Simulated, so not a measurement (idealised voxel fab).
Module name: voxel ribs on slabs (process module)
Cross-section cut: width 290 nm, square cells of 5 nm.
How to read a cross-section here: the picture is a grid of square cells, written as bands going from the top down, and any band can span one or more rows of cells. Band entry format. Leading values: height of top, height of bottom, nm. Remainder: materials in left-to-right order, each with its width in nm. Special words: "everywhere" on a single material, which then fills the band edge to edge; "blank", empty space. Ref level 0: as-received wafer is one material below here. Bottom band extends down with no lower bound ("0 down"). Graded width ("30 to 40"): value in top row of band = first number; value in bottom row = second number; row-to-row change constant. When a step is marked "remained the same", none of the cells in the cross-section changed during that step. Sealed voids: empty space of 8 cells or more with no open way to the top, each as width x height at its distance from the left edge, in nm. Anything after a step's settings on that line? It's the simulator's own note about the step. What "overlay nm" on a step's line means: if the step has a mask, that mask lay this far to the right of its planned place, or, when the value is negative, to the left.

The planned process steps are enumerated hereunder:
1) RECEIVE, material Si
2) DIRECTIONAL_DEP, material SiO2, thk nm 20
3) DIRECTIONAL_DEP, material polySi, thk nm 15
4) DIRECTIONAL_DEP, material aC, thk nm 15
5) PATTERN, tone cover, mask id RIB, material resist, width nm 15, thk nm 30, overlay nm 0
6) DIRECTIONAL_ETCH, etch materials aC, depth nm 15
7) STRIP, etch materials resist
8) DIRECTIONAL_ETCH, etch materials polySi, depth nm 10
9) STRIP, etch materials aC
10) MASKED_ETCH, tone cover, mask id SLAB, width nm 45, etch materials polySi, depth nm 5, overlay nm 0
11) FILL_DEP, material SiO2, thk nm 25
12) CMP, height nm 45
13) DIRECTIONAL_DEP, material W, thk nm 10
14) DIRECTIONAL_DEP, material aC, thk nm 15
15) PATTERN, tone cover, mask id HEATER, material resist, width nm 25, thk nm 30, overlay nm 0
16) DIRECTIONAL_ETCH, etch materials aC, depth nm 15
17) STRIP, etch materials resist
18) DIRECTIONAL_ETCH, etch materials W, depth nm 10
19) STRIP, etch materials aC
20) CONFORMAL_DEP, material SiN, thk nm 5
For this document, wafers share an identical start and vary in the step 12 height nm; the plan quotes the first wafer's value.

Sectional view: first of several wafers, as received, after step 1:
	0 down = Si everywhere
	Sealed voids: none

Basically each wafer gets a line in the table, showing it at the end of the module: material by material, the cells it gained (+) or lost (-) since we got it, then its closed voids:
height nm 45, +62 SiN, +507 SiO2, +10 W, +15 polySi, Sealed voids: none
height nm 50, +62 SiN, +565 SiO2, +10 W, +15 polySi, Sealed voids: none
height nm 55, +62 SiN, +623 SiO2, +10 W, +15 polySi, Sealed voids: none
height nm 60, +62 SiN, +681 SiO2, +10 W, +15 polySi, Sealed voids: none
